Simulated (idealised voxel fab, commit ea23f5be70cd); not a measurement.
A process module follows: voxel ribs on slabs.
Square cell edge 5 nm, section width 175 nm, ID cut.
Cross-sections here: square-cell grids, written as top-down lists of bands, a band being one or more rows of cells.
Heights first: top, then bottom, in nm. Then materials, left to right, each with a width in nm. "all across" on a single material: fills the band edge to edge. "empty": empty space.
Note: height 0 marks the level under which the wafer is uniformly one material as received. Lowest band unbounded below, written "0 and below".
A two-number width, for instance "30->40", indicates that the width is equal to the first number in the top row of the band and to the second number in the bottom row, and that it changes by a constant amount per row of cells.
Step note "no change" = no cross-section cell changed.
Voids not open to the top, 8 cells minimum: see "Unvented cavities". Written width x height at distance; distance is from the left edge; nm.
Whatever follows a step's settings on its line is a remark the simulator itself makes about that step.
Regarding "overlay nm": on a step with a mask, it is the distance the mask lay to the right of its planned place; a negative value places it to the left.

This section lists the process steps that were planned:
| 1 | RECEIVE, material Si |
| 2 | DIRECTIONAL_DEP, material SiO2, thk nm 20 |
| 3 | DIRECTIONAL_DEP, material SiN, thk nm 15 |
| 4 | DIRECTIONAL_DEP, material aC, thk nm 10 |
| 5 | PATTERN, tone cover, mask id RIB, material resist, width nm 25, thk nm 25, overlay nm 0 |
| 6 | DIRECTIONAL_ETCH, etch materials aC, depth nm 10 |
| 7 | STRIP, etch materials resist |
| 8 | DIRECTIONAL_ETCH, etch materials SiN, depth nm 5 |
| 9 | STRIP, etch materials aC |
| 10 | MASKED_ETCH, tone cover, mask id SLAB, width nm 85, etch materials SiN, depth nm 10, overlay nm 0 |
| 11 | FILL_DEP, material SiO2, thk nm 25 |
| 12 | CMP, height nm 50 |
| 13 | DIRECTIONAL_DEP, material W, thk nm 5 |
| 14 | DIRECTIONAL_DEP, material aC, thk nm 10 |
| 15 | PATTERN, tone cover, mask id HEATER, material resist, width nm 35, thk nm 25, overlay nm 0 |
| 16 | DIRECTIONAL_ETCH, etch materials aC, depth nm 10 |
| 17 | STRIP, etch materials resist |
| 18 | DIRECTIONAL_ETCH, etch materials W, depth nm 5 |
| 19 | STRIP, etch materials aC |
| 20 | CONFORMAL_DEP, material SiO2, thk nm 5 |

Account of the first of two wafers, which was processed as intended:

Cross-section, incoming material, after step 1:
	0 and below  Si all across
	Unvented cavities: none

after step 2:
	20 down to 0  SiO2 all across
	Nothing below the height 0 has changed.

after step 3:
	35 down to 20  SiN all across
	Nothing below the height 20 has changed.

after step 4:
	45 down to 35  aC all across
	Nothing below the height 35 has changed.

after step 5:
	70 down to 45  empty=75, then resist=25, then empty=75
	Nothing below the height 45 has changed.

after step 6:
	60 down to 45  empty=75, then resist=25, then empty=75
	45 down to 35  empty=75, then aC=25, then empty=75
	Nothing below the height 35 has changed.

after step 7:
	45 down to 35  empty=75, then aC=25, then empty=75
	Nothing below the height 35 has changed.

after step 8:
	45 down to 35  empty=75, then aC=25, then empty=75
	35 down to 30  empty=75, then SiN=25, then empty=75
	Nothing below the height 30 has changed.

after step 9:
	35 down to 30  empty=75, then SiN=25, then empty=75
	Nothing below the height 30 has changed.

after step 10:
	35 down to 30  empty=75, then SiN=25, then empty=75
	30 down to 20  empty=45, then SiN=85, then empty=45
	Nothing below the height 20 has changed.

after step 11:
	60 down to 35  SiO2 all across
	35 down to 30  SiO2=75, then SiN=25, then SiO2=75
	30 down to 20  SiO2=45, then SiN=85, then SiO2=45
	Nothing below the height 20 has changed.

after step 12:
	50 down to 35  SiO2 all across
	Nothing below the height 35 has changed.

after step 13:
	55 down to 50  W all across
	Nothing below the height 50 has changed.

after step 14:
	65 down to 55  aC all across
	Nothing below the height 55 has changed.

after step 15:
	90 down to 65  empty=70, then resist=35, then empty=70
	Nothing below the height 65 has changed.

after step 16:
	80 down to 65  empty=70, then resist=35, then empty=70
	65 down to 55  empty=70, then aC=35, then empty=70
	Nothing below the height 55 has changed.

after step 17:
	65 down to 55  empty=70, then aC=35, then empty=70
	Nothing below the height 55 has changed.

after step 18:
	65 down to 55  empty=70, then aC=35, then empty=70
	55 down to 50  empty=70, then W=35, then empty=70
	Nothing below the height 50 has changed.

after step 19:
	55 down to 50  empty=70, then W=35, then empty=70
	Nothing below the height 50 has changed.

after step 20:
	60 down to 55  empty=65, then SiO2=45, then empty=65
	55 down to 50  SiO2=70, then W=35, then SiO2=70
	Nothing below the height 50 has changed.

Wafer two: like wafer one in start and plan, but with one mistake in execution; identical up to and including step 1:

Second wafer, section view, time point: scheduled end of step 2:
	40 down to 0  SiO2 all across
	Nothing below the height 0 has changed.

Second wafer, section view, time point: scheduled end of step 3:
	55 down to 40  SiN all across
	Nothing below the height 40 has changed.

Second wafer, section view, time point: scheduled end of step 4:
	65 down to 55  aC all across
	Nothing below the height 55 has changed.

Second wafer, section view, time point: scheduled end of step 5:
	90 down to 65  empty=75, then resist=25, then empty=75
	Nothing below the height 65 has changed.

Second wafer, section view, time point: scheduled end of step 6:
	80 down to 65  empty=75, then resist=25, then empty=75
	65 down to 55  empty=75, then aC=25, then empty=75
	Nothing below the height 55 has changed.

Second wafer, section view, time point: scheduled end of step 7:
	65 down to 55  empty=75, then aC=25, then empty=75
	Nothing below the height 55 has changed.

Second wafer, section view, time point: scheduled end of step 8:
	65 down to 55  empty=75, then aC=25, then empty=75
	55 down to 50  empty=75, then SiN=25, then empty=75
	Nothing below the height 50 has changed.

Second wafer, section view, time point: scheduled end of step 9:
	55 down to 50  empty=75, then SiN=25, then empty=75
	Nothing below the height 50 has changed.

Second wafer, section view, time point: scheduled end of step 10:
	55 down to 50  empty=75, then SiN=25, then empty=75
	50 down to 40  empty=45, then SiN=85, then empty=45
	Nothing below the height 40 has changed.

Second wafer, section view, time point: scheduled end of step 11:
	80 down to 55  SiO2 all across
	55 down to 50  SiO2=75, then SiN=25, then SiO2=75
	50 down to 40  SiO2=45, then SiN=85, then SiO2=45
	Nothing below the height 40 has changed.

Second wafer, section view, time point: scheduled end of step 12:
	50 down to 40  SiO2=45, then SiN=85, then SiO2=45
	Nothing below the height 40 has changed.

Second wafer, section view, time point: scheduled end of step 13:
	55 down to 50  W all across
	Nothing below the height 50 has changed.

Second wafer, section view, time point: scheduled end of step 14:
	65 down to 55  aC all across
	Nothing below the height 55 has changed.

Second wafer, section view, time point: scheduled end of step 15:
	90 down to 65  empty=70, then resist=35, then empty=70
	Nothing below the height 65 has changed.

Second wafer, section view, time point: scheduled end of step 16:
	80 down to 65  empty=70, then resist=35, then empty=70
	65 down to 55  empty=70, then aC=35, then empty=70
	Nothing below the height 55 has changed.

Second wafer, section view, time point: scheduled end of step 17:
	65 down to 55  empty=70, then aC=35, then empty=70
	Nothing below the height 55 has changed.

Second wafer, section view, time point: scheduled end of step 18:
	65 down to 55  empty=70, then aC=35, then empty=70
	55 down to 50  empty=70, then W=35, then empty=70
	Nothing below the height 50 has changed.

Second wafer, section view, time point: scheduled end of step 19:
	55 down to 50  empty=70, then W=35, then empty=70
	Nothing below the height 50 has changed.

Second wafer, section view, time point: scheduled end of step 20:
	60 down to 55  empty=65, then SiO2=45, then empty=65
	55 down to 50  SiO2=70, then W=35, then SiO2=70
	Nothing below the height 50 has changed.
Here's what went sideways: step 2 of the plan was performed twice
Heads up, by the end the second wafer has more or fewer cells of some materials compared to the first: SiN -5, SiO2 +5
